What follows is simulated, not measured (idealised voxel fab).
The name of this process module is voxel wiring stack.
This is section cut - it's 260 nm across, gridded in 5 nm square cells.
If you're reading a cross-section in this doc, picture square cells in a grid; it comes to you as bands, top ones listed first down to the bottom, and a band can be one or more rows of cells.
Band entry format. Leading values: height of top, height of bottom, nm. Remainder: materials in left-to-right order, each with its width in nm. Special words: "throughout" on a single material, which then fills the band edge to edge; "blank", empty space.
Heights from 0 (as-received wafer is one material below). Bottom band endless downward, as "0 and below".
With a width like "30 to 40", each row of cells in the band differs from the next by the same amount, the top row carrying the first number and the bottom row the second.
Given "nothing different" for a step, no cell of the cross-section differs between before and after that step.
Entry "Closed cavities" = empty spaces >= 8 cells with no open way to the top; each as width x height at distance, distance from left edge, all nm.
On each step's line, the part that comes after the settings is the simulator's own comment on the step.
overlay nm: step with mask; distance mask lay right of planned place; negative value = left of planned place.
[This section lists the process steps that were planned]
step 1: RECEIVE: material Si
step 2: CONFORMAL_DEP: material SiO2, thk nm 15
step 3: CONFORMAL_DEP: material SiN, thk nm 5
step 4: DIRECTIONAL_DEP: material SiO2, thk nm 20
step 5: PATTERN: tone open, mask id METAL_1, material resist, width nm 30, pitch nm 60, thk nm 20, overlay nm 0
step 6: DIRECTIONAL_ETCH: etch materials SiO2, depth nm 20
step 7: DIRECTIONAL_ETCH: etch materials SiN, depth nm 5
step 8: STRIP: etch materials resist
step 9: CONFORMAL_DEP: material TiN, thk nm 5
step 10: FILL_DEP: material Cu, thk nm 5
step 11: CMP: height nm 40
step 12: CONFORMAL_DEP: material SiCN, thk nm 5
step 13: DIRECTIONAL_DEP: material lowk, thk nm 30
step 14: PATTERN: tone open, mask id METAL_2_HOLES, material resist, width nm 15, pitch nm 120, thk nm 20, overlay nm 0
step 15: DIRECTIONAL_ETCH: etch materials lowk, depth nm 30
step 16: STRIP: etch materials resist
step 17: DIRECTIONAL_DEP: material aC, thk nm 15
step 18: PATTERN: tone open, mask id METAL_2, material resist, width nm 30, pitch nm 60, thk nm 35, overlay nm 0
step 19: DIRECTIONAL_ETCH: etch materials aC, depth nm 15
step 20: STRIP: etch materials resist
step 21: DIRECTIONAL_ETCH: etch materials lowk, depth nm 15
step 22: DIRECTIONAL_ETCH: etch materials SiCN, depth nm 5
step 23: STRIP: etch materials aC
step 24: CONFORMAL_DEP: material TiN, thk nm 5
step 25: FILL_DEP: material Cu, thk nm 5
step 26: CMP: height nm 75
step 27: CONFORMAL_DEP: material SiCN, thk nm 5
step 28: DIRECTIONAL_DEP: material SiO2, thk nm 20
step 29: PATTERN: tone open, mask id PLUG_2, material resist, width nm 15, pitch nm 60, thk nm 15, overlay nm 0
step 30: DIRECTIONAL_ETCH: etch materials SiO2, depth nm 20
step 31: DIRECTIONAL_ETCH: etch materials SiCN, depth nm 5
step 32: STRIP: etch materials resist
step 33: CONFORMAL_DEP: material TiN, thk nm 5
step 34: FILL_DEP: material Cu, thk nm 10
step 35: CMP: height nm 100
step 36: DIRECTIONAL_DEP: material TiN, thk nm 5
step 37: DIRECTIONAL_DEP: material W, thk nm 25
step 38: MASKED_ETCH: tone cover, mask id METAL_3, width nm 30, pitch nm 60, etch materials W, depth nm 25, overlay nm 0
step 39: MASKED_ETCH: tone cover, mask id METAL_3, width nm 30, pitch nm 60, etch materials TiN, depth nm 5, overlay nm 0
step 40: CONFORMAL_DEP: material SiCN, thk nm 5
step 41: FILL_DEP: material SiO2, thk nm 10
step 42: CMP: height nm 130
step 43: CONFORMAL_DEP: material SiCN, thk nm 5
step 44: DIRECTIONAL_DEP: material lowk, thk nm 20
step 45: MASKED_ETCH: tone open, mask id PLUG_3, width nm 15, pitch nm 120, etch materials lowk, depth nm 20, overlay nm 0
step 46: MASKED_ETCH: tone open, mask id PLUG_3, width nm 15, pitch nm 120, etch materials SiCN, depth nm 5, overlay nm 0
step 47: EPI: material Ru, thk nm 10
step 48: EPI: material Ru, thk nm 10
step 49: EPI: material Ru, thk nm 5
step 50: CONFORMAL_DEP: material SiCN, thk nm 5
step 51: DIRECTIONAL_DEP: material SiO2, thk nm 25
step 52: PATTERN: tone open, mask id METAL_4, material resist, width nm 30, pitch nm 60, thk nm 20, overlay nm 0
step 53: DIRECTIONAL_ETCH: etch materials SiO2, depth nm 25
step 54: DIRECTIONAL_ETCH: etch materials SiCN, depth nm 5
step 55: STRIP: etch materials resist
step 56: CONFORMAL_DEP: material TiN, thk nm 5
step 57: FILL_DEP: material W, thk nm 5
step 58: CMP: height nm 185
step 59: EPI: material Ru, thk nm 5
step 60: FILL_DEP: material SiCN, thk nm 5
[Incoming wafer, cross-sectional view, post step 1]
0 and below: Si throughout
Closed cavities: none
[Here's the wafer cut in cross-section after the module, started and planned just like above, except one thing was done wrong in the run]
195 down to 190: SiCN throughout
190 down to 185: SiCN 50; Ru 40; SiCN 20; Ru 40; SiCN 20; Ru 40; SiCN 50
185 down to 160: SiO2 55; TiN 5; W 20; TiN 5; SiO2 30; TiN 5; W 20; TiN 5; SiO2 30; TiN 5; W 20; TiN 5; SiO2 55
160 down to 155: SiCN 55; TiN 30; SiCN 30; TiN 30; SiCN 30; TiN 30; SiCN 55
155 down to 135: lowk 55; Ru 20; lowk 100; Ru 20; lowk 65
135 down to 130: SiCN 55; Ru 15; SiCN 105; Ru 15; SiCN 70
130 down to 105: SiO2 50; SiCN 5; W 30; SiCN 5; SiO2 20; SiCN 5; W 30; SiCN 5; SiO2 20; SiCN 5; W 30; SiCN 5; SiO2 50
105 down to 100: SiCN 55; TiN 30; SiCN 30; TiN 30; SiCN 30; TiN 30; SiCN 55
100 down to 80: SiO2 55; TiN 5; Cu 5; TiN 5; SiO2 45; TiN 5; Cu 5; TiN 5; SiO2 45; TiN 5; Cu 5; TiN 5; SiO2 70
80 down to 75: SiCN 55; TiN 15; SiCN 45; TiN 15; SiCN 45; TiN 15; SiCN 70
75 down to 65: lowk 55; TiN 5; Cu 20; TiN 5; lowk 30; TiN 5; Cu 20; TiN 5; lowk 30; TiN 5; Cu 20; TiN 5; lowk 55
65 down to 60: lowk 55; TiN 5; Cu 5; TiN 20; lowk 30; TiN 30; lowk 30; TiN 5; Cu 5; TiN 20; lowk 55
60 down to 45: lowk 55; TiN 5; Cu 5; TiN 5; lowk 105; TiN 5; Cu 5; TiN 5; lowk 70
45 down to 40: SiCN 55; TiN 15; SiCN 105; TiN 15; SiCN 70
40 down to 20: SiO2 55; TiN 5; Cu 20; TiN 5; SiO2 30; TiN 5; Cu 20; TiN 5; SiO2 30; TiN 5; Cu 20; TiN 5; SiO2 55
20 down to 15: SiN 55; TiN 30; SiN 30; TiN 30; SiN 30; TiN 30; SiN 55
15 down to 0: SiO2 throughout
0 and below: Si throughout
Closed cavities: none
Want to know what went wrong? rather than as planned, step 45 actually ran as MASKED_ETCH: tone open, mask id PLUG_3, width nm 20, pitch nm 120, etch materials lowk, depth nm 20, overlay nm 0
